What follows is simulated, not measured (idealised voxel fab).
process module | voxel capacitor over wiring
cross-section cut | 150 nm wide | cells 5 nm
A cross-section is a grid of square cells, given in bands from the top down. A band is one or more rows of cells.
Each band's line starts with the height of the band's top and of its bottom, in nm. Then come its materials from left to right, each with its width in nm. One material with "throughout" fills the band from edge to edge. "air" is empty space.
Height 0 is the level under which the wafer as received is all one material. The lowest band goes on downwards, as in "0 down".
A width such as "30 to 40" changes by the same amount from each row of cells to the next, from the band's top row to its bottom row.
"no change" after a step means that no cell of the cross-section changed.
closed voids: empty space of 8 cells or more with no open way to the top, each as width x height at its distance from the left edge, in nm
after a step's settings: what the simulator itself notes on the step
overlay nm, on a step with a mask: how far to the right of its planned place the mask lay; to the left if negative
plan
1 op RECEIVE | material Si
2 op CONFORMAL_DEP | material SiO2 | thk nm 15
3 op CONFORMAL_DEP | material SiN | thk nm 5
4 op DIRECTIONAL_DEP | material lowk | thk nm 20
5 op PATTERN | tone open | mask id METAL_1 | material resist | width nm 25 | pitch nm 90 | thk nm 20 | overlay nm 0
6 op DIRECTIONAL_ETCH | etch materials lowk | depth nm 20
7 op DIRECTIONAL_ETCH | etch materials SiN | depth nm 5
8 op STRIP | etch materials resist
9 op CONFORMAL_DEP | material TiN | thk nm 5
10 op FILL_DEP | material W | thk nm 5
11 op CMP | height nm 40
12 op CONFORMAL_DEP | material SiCN | thk nm 5
13 op DIRECTIONAL_DEP | material lowk | thk nm 20
14 op DIRECTIONAL_DEP | material aC | thk nm 15
15 op PATTERN | tone open | mask id PLUG_1 | material resist | width nm 15 | thk nm 35 | overlay nm 0
16 op DIRECTIONAL_ETCH | etch materials aC | depth nm 15
17 op STRIP | etch materials resist
18 op DIRECTIONAL_ETCH | etch materials lowk | depth nm 20
19 op DIRECTIONAL_ETCH | etch materials SiCN | depth nm 5
20 op STRIP | etch materials aC
21 op EPI | material Ru | thk nm 10
22 op EPI | material Ru | thk nm 10
23 op EPI | material Ru | thk nm 5
24 op DIRECTIONAL_DEP | material TiN | thk nm 10
25 op DIRECTIONAL_DEP | material Al2O3 | thk nm 5
26 op DIRECTIONAL_DEP | material TiN | thk nm 5
27 op PATTERN | tone cover | mask id UPPER_PLATE | material resist | width nm 70 | thk nm 20 | overlay nm 0
28 op DIRECTIONAL_ETCH | etch materials TiN | depth nm 5
29 op DIRECTIONAL_ETCH | etch materials Al2O3 | depth nm 5
30 op STRIP | etch materials resist
31 op DIRECTIONAL_DEP | material aC | thk nm 10
32 op PATTERN | tone cover | mask id LOWER_PLATE | material resist | width nm 80 | thk nm 25 | overlay nm 0
33 op DIRECTIONAL_ETCH | etch materials aC | depth nm 10
34 op STRIP | etch materials resist
35 op DIRECTIONAL_ETCH | etch materials TiN | depth nm 10
36 op STRIP | etch materials aC
37 op FILL_DEP | material SiO2 | thk nm 20
38 op CMP | height nm 100
39 op DIRECTIONAL_DEP | material aC | thk nm 15
40 op PATTERN | tone open | mask id PLUG_2 | material resist | width nm 15 | thk nm 30 | overlay nm 0
41 op DIRECTIONAL_ETCH | etch materials aC | depth nm 15
42 op STRIP | etch materials resist
43 op DIRECTIONAL_ETCH | etch materials SiO2 | depth nm 15
44 op STRIP | etch materials aC
45 op CONFORMAL_DEP | material TiN | thk nm 5
46 op FILL_DEP | material Cu | thk nm 10
47 op CMP | height nm 100
48 op CONFORMAL_DEP | material SiCN | thk nm 5
first wafer, as planned
as received, after step 1
  0 down: Si throughout
  closed voids: none
after step 2
  15 to 0: SiO2 throughout
  below 0: unchanged
after step 3
  20 to 15: SiN throughout
  below 15: unchanged
after step 4
  40 to 20: lowk throughout
  below 20: unchanged
after step 5
  60 to 40: resist 15 | air 25 | resist 65 | air 25 | resist 20
  below 40: unchanged
after step 6
  60 to 40: resist 15 | air 25 | resist 65 | air 25 | resist 20
  40 to 20: lowk 15 | air 25 | lowk 65 | air 25 | lowk 20
  below 20: unchanged
after step 7
  60 to 40: resist 15 | air 25 | resist 65 | air 25 | resist 20
  40 to 20: lowk 15 | air 25 | lowk 65 | air 25 | lowk 20
  20 to 15: SiN 15 | air 25 | SiN 65 | air 25 | SiN 20
  below 15: unchanged
after step 8
  40 to 20: lowk 15 | air 25 | lowk 65 | air 25 | lowk 20
  below 20: unchanged
after step 9
  45 to 40: TiN 20 | air 15 | TiN 75 | air 15 | TiN 25
  40 to 20: lowk 15 | TiN 5 | air 15 | TiN 5 | lowk 65 | TiN 5 | air 15 | TiN 5 | lowk 20
  20 to 15: SiN 15 | TiN 25 | SiN 65 | TiN 25 | SiN 20
  below 15: unchanged
after step 10
  50 to 45: W throughout
  45 to 40: TiN 20 | W 15 | TiN 75 | W 15 | TiN 25
  40 to 20: lowk 15 | TiN 5 | W 15 | TiN 5 | lowk 65 | TiN 5 | W 15 | TiN 5 | lowk 20
  below 20: unchanged
after step 11
  40 to 20: lowk 15 | TiN 5 | W 15 | TiN 5 | lowk 65 | TiN 5 | W 15 | TiN 5 | lowk 20
  below 20: unchanged
after step 12
  45 to 40: SiCN throughout
  below 40: unchanged
after step 13
  65 to 45: lowk throughout
  below 45: unchanged
after step 14
  80 to 65: aC throughout
  below 65: unchanged
after step 15
  115 to 80: resist 25 | air 15 | resist 110
  below 80: unchanged
after step 16
  100 to 80: resist 25 | air 15 | resist 110
  80 to 65: aC 25 | air 15 | aC 110
  below 65: unchanged
after step 17
  80 to 65: aC 25 | air 15 | aC 110
  below 65: unchanged
after step 18
  80 to 65: aC 25 | air 15 | aC 110
  65 to 45: lowk 25 | air 15 | lowk 110
  below 45: unchanged
after step 19
  80 to 65: aC 25 | air 15 | aC 110
  65 to 45: lowk 25 | air 15 | lowk 110
  45 to 40: SiCN 25 | air 15 | SiCN 110
  below 40: unchanged
after step 20
  65 to 45: lowk 25 | air 15 | lowk 110
  below 45: unchanged
after step 21
  65 to 50: lowk 25 | air 15 | lowk 110
  50 to 45: lowk 25 | Ru 15 | lowk 110
  45 to 40: SiCN 25 | Ru 15 | SiCN 110
  below 40: unchanged
after step 22
  65 to 60: lowk 25 | air 15 | lowk 110
  60 to 45: lowk 25 | Ru 15 | lowk 110
  below 45: unchanged
after step 23
  65 to 45: lowk 25 | Ru 15 | lowk 110
  below 45: unchanged
after step 24
  75 to 65: TiN throughout
  below 65: unchanged
after step 25
  80 to 75: Al2O3 throughout
  below 75: unchanged
after step 26
  85 to 80: TiN throughout
  below 80: unchanged
after step 27
  105 to 85: air 25 | resist 70 | air 55
  below 85: unchanged
after step 28
  105 to 85: air 25 | resist 70 | air 55
  85 to 80: air 25 | TiN 70 | air 55
  below 80: unchanged
after step 29
  105 to 85: air 25 | resist 70 | air 55
  85 to 80: air 25 | TiN 70 | air 55
  80 to 75: air 25 | Al2O3 70 | air 55
  below 75: unchanged
after step 30
  85 to 80: air 25 | TiN 70 | air 55
  below 80: unchanged
after step 31
  95 to 85: air 25 | aC 70 | air 55
  85 to 80: aC 25 | TiN 70 | aC 55
  80 to 75: aC 25 | Al2O3 70 | aC 55
  below 75: unchanged
after step 32
  120 to 95: air 20 | resist 80 | air 50
  95 to 85: air 20 | resist 5 | aC 70 | resist 5 | air 50
  below 85: unchanged
after step 33
  110 to 95: air 20 | resist 80 | air 50
  95 to 85: air 20 | resist 5 | aC 70 | resist 5 | air 50
  85 to 80: air 20 | aC 5 | TiN 70 | aC 5 | air 50
  80 to 75: air 20 | aC 5 | Al2O3 70 | aC 5 | air 50
  below 75: unchanged
after step 34
  95 to 85: air 25 | aC 70 | air 55
  below 85: unchanged
after step 35
  95 to 85: air 25 | aC 70 | air 55
  85 to 80: air 20 | aC 5 | TiN 70 | aC 5 | air 50
  80 to 75: air 20 | aC 5 | Al2O3 70 | aC 5 | air 50
  75 to 65: air 20 | TiN 80 | air 50
  below 65: unchanged
after step 36
  85 to 80: air 25 | TiN 70 | air 55
  80 to 75: air 25 | Al2O3 70 | air 55
  below 75: unchanged
after step 37
  105 to 85: SiO2 throughout
  85 to 80: SiO2 25 | TiN 70 | SiO2 55
  80 to 75: SiO2 25 | Al2O3 70 | SiO2 55
  75 to 65: SiO2 20 | TiN 80 | SiO2 50
  below 65: unchanged
after step 38
  100 to 85: SiO2 throughout
  below 85: unchanged
after step 39
  115 to 100: aC throughout
  below 100: unchanged
after step 40
  145 to 115: resist 35 | air 15 | resist 100
  below 115: unchanged
after step 41
  130 to 115: resist 35 | air 15 | resist 100
  115 to 100: aC 35 | air 15 | aC 100
  below 100: unchanged
after step 42
  115 to 100: aC 35 | air 15 | aC 100
  below 100: unchanged
after step 43
  115 to 100: aC 35 | air 15 | aC 100
  100 to 85: SiO2 35 | air 15 | SiO2 100
  below 85: unchanged
after step 44
  100 to 85: SiO2 35 | air 15 | SiO2 100
  below 85: unchanged
after step 45
  105 to 100: TiN 40 | air 5 | TiN 105
  100 to 90: SiO2 35 | TiN 5 | air 5 | TiN 5 | SiO2 100
  90 to 80: SiO2 35 to 25 | TiN 15 to 70 | SiO2 100 to 55
  below 80: unchanged
after step 46
  115 to 105: Cu throughout
  105 to 100: TiN 40 | Cu 5 | TiN 105
  100 to 90: SiO2 35 | TiN 5 | Cu 5 | TiN 5 | SiO2 100
  below 90: unchanged
after step 47
  100 to 90: SiO2 35 | TiN 5 | Cu 5 | TiN 5 | SiO2 100
  below 90: unchanged
after step 48
  105 to 100: SiCN throughout
  below 100: unchanged
second wafer: like start, like plan, one mistake. Through step 20 it matches the first wafer
when step 22 should have ended
  65 to 50: lowk 25 | air 15 | lowk 110
  50 to 45: lowk 25 | Ru 15 | lowk 110
  45 to 40: SiCN 25 | Ru 15 | SiCN 110
  below 40: unchanged
when step 23 should have ended
  65 to 55: lowk 25 | air 15 | lowk 110
  55 to 45: lowk 25 | Ru 15 | lowk 110
  below 45: unchanged
when step 24 should have ended
  75 to 65: TiN 25 | air 15 | TiN 110
  65 to 55: lowk 25 | TiN 15 | lowk 110
  below 55: unchanged
when step 25 should have ended
  80 to 75: Al2O3 25 | air 15 | Al2O3 110
  75 to 70: TiN 25 | air 15 | TiN 110
  70 to 65: TiN 25 | Al2O3 15 | TiN 110
  below 65: unchanged
when step 26 should have ended
  85 to 80: TiN 25 | air 15 | TiN 110
  80 to 75: Al2O3 25 | air 15 | Al2O3 110
  75 to 70: TiN throughout
  below 70: unchanged
when step 27 should have ended
  105 to 85: air 25 | resist 70 | air 55
  85 to 80: TiN 25 | resist 15 | TiN 110
  80 to 75: Al2O3 25 | resist 15 | Al2O3 110
  below 75: unchanged
when step 28 should have ended
  105 to 85: air 25 | resist 70 | air 55
  85 to 80: air 25 | resist 15 | TiN 55 | air 55
  below 80: unchanged
when step 29 should have ended
  105 to 85: air 25 | resist 70 | air 55
  85 to 80: air 25 | resist 15 | TiN 55 | air 55
  80 to 75: air 25 | resist 15 | Al2O3 55 | air 55
  below 75: unchanged
when step 30 should have ended
  85 to 80: air 40 | TiN 55 | air 55
  80 to 75: air 40 | Al2O3 55 | air 55
  below 75: unchanged
when step 31 should have ended
  95 to 85: air 40 | aC 55 | air 55
  85 to 80: aC 40 | TiN 55 | aC 55
  80 to 75: aC 40 | Al2O3 55 | aC 55
  below 75: unchanged
when step 32 should have ended
  120 to 95: air 20 | resist 80 | air 50
  95 to 85: air 20 | resist 20 | aC 55 | resist 5 | air 50
  below 85: unchanged
when step 33 should have ended
  110 to 95: air 20 | resist 80 | air 50
  95 to 85: air 20 | resist 20 | aC 55 | resist 5 | air 50
  85 to 80: air 20 | aC 20 | TiN 55 | aC 5 | air 50
  80 to 75: air 20 | aC 20 | Al2O3 55 | aC 5 | air 50
  below 75: unchanged
when step 34 should have ended
  95 to 85: air 40 | aC 55 | air 55
  below 85: unchanged
when step 35 should have ended
  95 to 85: air 40 | aC 55 | air 55
  85 to 80: air 20 | aC 20 | TiN 55 | aC 5 | air 50
  80 to 75: air 20 | aC 20 | Al2O3 55 | aC 5 | air 50
  75 to 70: air 20 | TiN 80 | air 50
  70 to 65: air 20 | TiN 5 | Al2O3 15 | TiN 60 | air 50
  below 65: unchanged
when step 36 should have ended
  85 to 80: air 40 | TiN 55 | air 55
  80 to 75: air 40 | Al2O3 55 | air 55
  below 75: unchanged
when step 37 should have ended
  105 to 85: SiO2 throughout
  85 to 80: SiO2 40 | TiN 55 | SiO2 55
  80 to 75: SiO2 40 | Al2O3 55 | SiO2 55
  75 to 70: SiO2 20 | TiN 80 | SiO2 50
  70 to 65: SiO2 20 | TiN 5 | Al2O3 15 | TiN 60 | SiO2 50
  below 65: unchanged
when step 38 should have ended
  100 to 85: SiO2 throughout
  below 85: unchanged
when step 39 should have ended
  115 to 100: aC throughout
  below 100: unchanged
when step 40 should have ended
  145 to 115: resist 35 | air 15 | resist 100
  below 115: unchanged
when step 41 should have ended
  130 to 115: resist 35 | air 15 | resist 100
  115 to 100: aC 35 | air 15 | aC 100
  below 100: unchanged
when step 42 should have ended
  115 to 100: aC 35 | air 15 | aC 100
  below 100: unchanged
when step 43 should have ended
  115 to 100: aC 35 | air 15 | aC 100
  100 to 85: SiO2 35 | air 15 | SiO2 100
  below 85: unchanged
when step 44 should have ended
  100 to 85: SiO2 35 | air 15 | SiO2 100
  below 85: unchanged
when step 45 should have ended
  105 to 100: TiN 40 | air 5 | TiN 105
  100 to 90: SiO2 35 | TiN 5 | air 5 | TiN 5 | SiO2 100
  90 to 80: SiO2 35 to 40 | TiN 15 to 55 | SiO2 100 to 55
  below 80: unchanged
when step 46 should have ended
  115 to 105: Cu throughout
  105 to 100: TiN 40 | Cu 5 | TiN 105
  100 to 90: SiO2 35 | TiN 5 | Cu 5 | TiN 5 | SiO2 100
  below 90: unchanged
when step 47 should have ended
  100 to 90: SiO2 35 | TiN 5 | Cu 5 | TiN 5 | SiO2 100
  below 90: unchanged
when step 48 should have ended
  105 to 100: SiCN throughout
  below 100: unchanged
what went wrong: one of the steps 21 and 22, which are alike, was left out
at the end the second wafer has, in cells: 6 fewer of Ru | 6 more of SiO2
